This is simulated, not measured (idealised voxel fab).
Proc. module: voxel transistor to metal
We display cut, a cross-section 295 nm in width whose square cells are each 5 nm.
Cross-sections here: square-cell grids, written as top-down lists of bands, a band being one or more rows of cells. Within each band entry, the heights of the top and of the bottom of the band appear first, in that order and in nm; the materials of the band then follow from left to right, each with its corresponding width in nm. The designation "edge to edge" on a single material indicates that it fills the band from edge to edge; the designation "blank" indicates empty space. Heights from 0 (as-received wafer is one material below). Bottom band endless downward, as "z 0 and below". The notation "30->40" denotes a width that varies across the rows of cells in the band, beginning at the first number in the top row, finishing at the second number in the bottom row, and changing by an identical amount from each row to the next. It should be understood that the words "nothing changed", when stated for a given step, signify that the cross-section underwent no change in any of its cells during that step. Closed-off voids of 8+ cells (no open route to the top) go in "Closed-off voids", written width x height at distance from the left edge, in nm. Read whatever lies past the settings on a step's line as the simulator's own remark about the step. "overlay nm" denotes, for a step that has a mask, the displacement of the mask to the right of its planned place, with negative values corresponding to the left.

# plan
- 1: RECEIVE,material Si
- 2: CONFORMAL_DEP,material SiO2,thk nm 5
- 3: CONFORMAL_DEP,material SiN,thk nm 10
- 4: DIRECTIONAL_DEP,material aC,thk nm 15
- 5: PATTERN,tone cover,mask id ACTIVE,material resist,width nm 115,pitch nm 145,thk nm 30,overlay nm 0
- 6: DIRECTIONAL_ETCH,etch materials aC,depth nm 15
- 7: STRIP,etch materials resist
- 8: DIRECTIONAL_ETCH,etch materials SiN,depth nm 10
- 9: DIRECTIONAL_ETCH,etch materials SiO2,depth nm 5
- 10: DIRECTIONAL_ETCH,etch materials Si,depth nm 30
- 11: STRIP,etch materials aC
- 12: OXIDIZE,depth nm 5
- 13: FILL_DEP,material SiO2,thk nm 5
- 14: CMP,height nm 15
- 15: SELECTIVE_ETCH,etch materials SiO2,depth nm 10
- 16: STRIP,etch materials SiN
- 17: SELECTIVE_ETCH,etch materials SiO2,depth nm 5
- 18: OXIDIZE,depth nm 5
- 19: DIRECTIONAL_DEP,material polySi,thk nm 20
- 20: DIRECTIONAL_DEP,material SiCN,thk nm 10
- 21: DIRECTIONAL_DEP,material aC,thk nm 15
- 22: PATTERN,tone cover,mask id GATE,material resist,width nm 15,pitch nm 145,thk nm 30,overlay nm 0
- 23: DIRECTIONAL_ETCH,etch materials aC,depth nm 15
- 24: STRIP,etch materials resist
- 25: DIRECTIONAL_ETCH,etch materials SiCN,depth nm 20
- 26: DIRECTIONAL_ETCH,etch materials polySi,depth nm 30
- 27: STRIP,etch materials aC
- 28: CONFORMAL_DEP,material SiN,thk nm 5
- 29: DIRECTIONAL_ETCH,etch materials SiN,depth nm 5
- 30: DIRECTIONAL_ETCH,etch materials SiO2,depth nm 5
- 31: DIRECTIONAL_ETCH,etch materials Si,depth nm 5
- 32: EPI,material pSi,thk nm 5
- 33: FILL_DEP,material SiO2,thk nm 5
- 34: CMP,height nm 20
- 35: STRIP,etch materials polySi
- 36: SELECTIVE_ETCH,etch materials SiO2,depth nm 5
- 37: CONFORMAL_DEP,material HfO2,thk nm 5
- 38: CONFORMAL_DEP,material TiN,thk nm 5
- 39: FILL_DEP,material W,thk nm 10
- 40: CMP,height nm 15
- 41: DIRECTIONAL_DEP,material SiO2,thk nm 10
- 42: PATTERN,tone open,mask id CONTACT,material resist,width nm 20,thk nm 15,overlay nm 0
- 43: DIRECTIONAL_ETCH,etch materials SiO2,depth nm 30
- 44: STRIP,etch materials resist
- 45: CONFORMAL_DEP,material TiN,thk nm 5
- 46: FILL_DEP,material W,thk nm 5
- 47: CMP,height nm 25
- 48: CONFORMAL_DEP,material SiN,thk nm 5
- 49: DIRECTIONAL_DEP,material lowk,thk nm 20
- 50: MASKED_ETCH,tone open,mask id METAL_1,width nm 20,etch materials lowk,depth nm 20,overlay nm 0
- 51: MASKED_ETCH,tone open,mask id METAL_1,width nm 20,etch materials SiN,depth nm 5,overlay nm 0
- 52: CONFORMAL_DEP,material TiN,thk nm 5
- 53: FILL_DEP,material Cu,thk nm 5
- 54: CMP,height nm 50
- 55: EPI,material Ru,thk nm 5
- 56: FILL_DEP,material SiCN,thk nm 5
- 57: DIRECTIONAL_DEP,material lowk,thk nm 25
- 58: MASKED_ETCH,tone open,mask id METAL_2_HOLES,width nm 15,pitch nm 145,etch materials lowk,depth nm 25,overlay nm 0
- 59: DIRECTIONAL_DEP,material aC,thk nm 15
- 60: PATTERN,tone open,mask id METAL_2,material resist,width nm 20,pitch nm 145,thk nm 35,overlay nm 0
- 61: DIRECTIONAL_ETCH,etch materials aC,depth nm 15
- 62: STRIP,etch materials resist
- 63: DIRECTIONAL_ETCH,etch materials lowk,depth nm 15
- 64: DIRECTIONAL_ETCH,etch materials SiCN,depth nm 5
- 65: STRIP,etch materials aC
- 66: CONFORMAL_DEP,material TiN,thk nm 5
- 67: FILL_DEP,material Cu,thk nm 10
- 68: CMP,height nm 85
- 69: CONFORMAL_DEP,material SiN,thk nm 5
Across this set of wafers, the varied parameter is the width nm of step 22. Starting conditions are identical for every wafer, and the plan reports the value assigned to the first wafer.

# The first of several wafers as received, shown in cross-section; this is its state after step 1
  z 0 and below = Si edge to edge
  Closed-off voids: none

# Post step 69, the closing step of the module: first of several wafers, cross-sectioned
  z 90 to 85 = SiN edge to edge
  z 85 to 75 = lowk 25 nm / TiN 5 nm / Cu 10 nm / TiN 5 nm / lowk 125 nm / TiN 5 nm / Cu 10 nm / TiN 5 nm / lowk 105 nm
  z 75 to 70 = lowk 25 nm / TiN 5 nm / Cu 5 nm / TiN 10 nm / lowk 125 nm / TiN 5 nm / Cu 5 nm / TiN 10 nm / lowk 105 nm
  z 70 to 60 = lowk 25 nm / TiN 5 nm / Cu 5 nm / TiN 5 nm / lowk 130 nm / TiN 5 nm / Cu 5 nm / TiN 5 nm / lowk 110 nm
  z 60 to 55 = SiCN 25 nm / TiN 15 nm / SiCN 130 nm / TiN 15 nm / SiCN 110 nm
  z 55 to 50 = SiCN 20 nm / Ru 30 nm / SiCN 45 nm / Ru 30 nm / SiCN 40 nm / Ru 30 nm / SiCN 45 nm / Ru 30 nm / SiCN 25 nm
  z 50 to 30 = lowk 25 nm / TiN 5 nm / Cu 10 nm / TiN 5 nm / lowk 55 nm / TiN 5 nm / Cu 10 nm / TiN 5 nm / lowk 50 nm / TiN 5 nm / Cu 10 nm / TiN 5 nm / lowk 55 nm / TiN 5 nm / Cu 10 nm / TiN 5 nm / lowk 30 nm
  z 30 to 25 = SiN 25 nm / TiN 20 nm / SiN 55 nm / TiN 20 nm / SiN 50 nm / TiN 20 nm / SiN 55 nm / TiN 20 nm / SiN 30 nm
  z 25 to 15 = SiO2 25 nm / TiN 5 nm / W 10 nm / TiN 5 nm / SiO2 55 nm / TiN 5 nm / W 10 nm / TiN 5 nm / SiO2 50 nm / TiN 5 nm / W 10 nm / TiN 5 nm / SiO2 55 nm / TiN 5 nm / W 10 nm / TiN 5 nm / SiO2 30 nm
  z 15 to 0 = SiO2 25 nm / TiN 5 nm / W 10 nm / TiN 5 nm / SiO2 15 nm / SiN 5 nm / HfO2 5 nm / TiN 5 nm / HfO2 5 nm / SiN 5 nm / SiO2 15 nm / TiN 5 nm / W 10 nm / TiN 5 nm / SiO2 50 nm / TiN 5 nm / W 10 nm / TiN 5 nm / SiO2 15 nm / SiN 5 nm / HfO2 5 nm / TiN 5 nm / HfO2 5 nm / SiN 5 nm / SiO2 15 nm / TiN 5 nm / W 10 nm / TiN 5 nm / SiO2 30 nm
  z 0 to -5 = SiO2 25 nm / TiN 20 nm / SiO2 10 nm / pSi 5 nm / HfO2 25 nm / pSi 5 nm / SiO2 10 nm / TiN 20 nm / SiO2 50 nm / TiN 20 nm / SiO2 10 nm / pSi 5 nm / HfO2 25 nm / pSi 5 nm / SiO2 10 nm / TiN 20 nm / SiO2 30 nm
  z -5 to -10 = SiO2 20 nm / pSi 40 nm / Si 25 nm / pSi 40 nm / SiO2 40 nm / pSi 40 nm / Si 25 nm / pSi 40 nm / SiO2 25 nm
  z -10 to -35 = SiO2 20 nm / Si 105 nm / SiO2 40 nm / Si 105 nm / SiO2 25 nm
  z -35 and below = Si edge to edge
  Closed-off voids: none

# The last wafer as seen in cross-section at the end of the module
  z 90 to 85 = SiN edge to edge
  z 85 to 75 = lowk 25 nm / TiN 5 nm / Cu 10 nm / TiN 5 nm / lowk 125 nm / TiN 5 nm / Cu 10 nm / TiN 5 nm / lowk 105 nm
  z 75 to 70 = lowk 25 nm / TiN 5 nm / Cu 5 nm / TiN 10 nm / lowk 125 nm / TiN 5 nm / Cu 5 nm / TiN 10 nm / lowk 105 nm
  z 70 to 60 = lowk 25 nm / TiN 5 nm / Cu 5 nm / TiN 5 nm / lowk 130 nm / TiN 5 nm / Cu 5 nm / TiN 5 nm / lowk 110 nm
  z 60 to 55 = SiCN 25 nm / TiN 15 nm / SiCN 130 nm / TiN 15 nm / SiCN 110 nm
  z 55 to 50 = SiCN 20 nm / Ru 30 nm / SiCN 45 nm / Ru 30 nm / SiCN 40 nm / Ru 30 nm / SiCN 45 nm / Ru 30 nm / SiCN 25 nm
  z 50 to 30 = lowk 25 nm / TiN 5 nm / Cu 10 nm / TiN 5 nm / lowk 55 nm / TiN 5 nm / Cu 10 nm / TiN 5 nm / lowk 50 nm / TiN 5 nm / Cu 10 nm / TiN 5 nm / lowk 55 nm / TiN 5 nm / Cu 10 nm / TiN 5 nm / lowk 30 nm
  z 30 to 25 = SiN 25 nm / TiN 20 nm / SiN 55 nm / TiN 20 nm / SiN 50 nm / TiN 20 nm / SiN 55 nm / TiN 20 nm / SiN 30 nm
  z 25 to 15 = SiO2 25 nm / TiN 5 nm / W 10 nm / TiN 5 nm / SiO2 55 nm / TiN 5 nm / W 10 nm / TiN 5 nm / SiO2 50 nm / TiN 5 nm / W 10 nm / TiN 5 nm / SiO2 55 nm / TiN 5 nm / W 10 nm / TiN 5 nm / SiO2 30 nm
  z 15 to 5 = SiO2 25 nm / TiN 5 nm / W 10 nm / TiN 5 nm / SiO2 5 nm / SiN 5 nm / HfO2 5 nm / TiN 5 nm / W 20 nm / TiN 5 nm / HfO2 5 nm / SiN 5 nm / TiN 5 nm / W 10 nm / TiN 5 nm / SiO2 50 nm / TiN 5 nm / W 10 nm / TiN 5 nm / SiO2 5 nm / SiN 5 nm / HfO2 5 nm / TiN 5 nm / W 20 nm / TiN 5 nm / HfO2 5 nm / SiN 5 nm / TiN 5 nm / W 10 nm / TiN 5 nm / SiO2 30 nm
  z 5 to 0 = SiO2 25 nm / TiN 5 nm / W 10 nm / TiN 5 nm / SiO2 5 nm / SiN 5 nm / HfO2 5 nm / TiN 30 nm / HfO2 5 nm / SiN 5 nm / TiN 10 nm / W 5 nm / TiN 5 nm / SiO2 50 nm / TiN 5 nm / W 10 nm / TiN 5 nm / SiO2 5 nm / SiN 5 nm / HfO2 5 nm / TiN 30 nm / HfO2 5 nm / SiN 5 nm / TiN 10 nm / W 5 nm / TiN 5 nm / SiO2 30 nm
  z 0 to -5 = SiO2 25 nm / TiN 20 nm / pSi 5 nm / HfO2 50 nm / pSi 5 nm / TiN 15 nm / SiO2 50 nm / TiN 20 nm / pSi 5 nm / HfO2 50 nm / pSi 5 nm / TiN 15 nm / SiO2 30 nm
  z -5 to -10 = SiO2 20 nm / pSi 30 nm / Si 50 nm / pSi 25 nm / SiO2 40 nm / pSi 30 nm / Si 50 nm / pSi 25 nm / SiO2 25 nm
  z -10 to -35 = SiO2 20 nm / Si 105 nm / SiO2 40 nm / Si 105 nm / SiO2 25 nm
  z -35 and below = Si edge to edge
  Closed-off voids: none

# The table below has one row for each wafer; a row shows, as of the end of the module, how many cells of each material the wafer has gained, marked (+), or lost, marked (-), since it was received, and then the wafer's closed voids
width nm 15 | +46 Cu | +22 HfO2 | +24 Ru | -193 Si | +88 SiCN | +114 SiN | +316 SiO2 | +138 TiN | +40 W | +431 lowk | +36 pSi | Closed-off voids: none
width nm 20 | +46 Cu | +24 HfO2 | +24 Ru | -191 Si | +88 SiCN | +114 SiN | +308 SiO2 | +144 TiN | +40 W | +431 lowk | +34 pSi | Closed-off voids: none
width nm 25 | +46 Cu | +26 HfO2 | +24 Ru | -189 Si | +88 SiCN | +114 SiN | +300 SiO2 | +146 TiN | +44 W | +431 lowk | +32 pSi | Closed-off voids: none
width nm 30 | +46 Cu | +28 HfO2 | +24 Ru | -187 Si | +88 SiCN | +114 SiN | +292 SiO2 | +148 TiN | +48 W | +431 lowk | +30 pSi | Closed-off voids: none
width nm 35 | +46 Cu | +30 HfO2 | +24 Ru | -185 Si | +88 SiCN | +114 SiN | +284 SiO2 | +150 TiN | +52 W | +431 lowk | +28 pSi | Closed-off voids: none
width nm 40 | +46 Cu | +32 HfO2 | +24 Ru | -183 Si | +88 SiCN | +114 SiN | +278 SiO2 | +152 TiN | +54 W | +431 lowk | +26 pSi | Closed-off voids: none
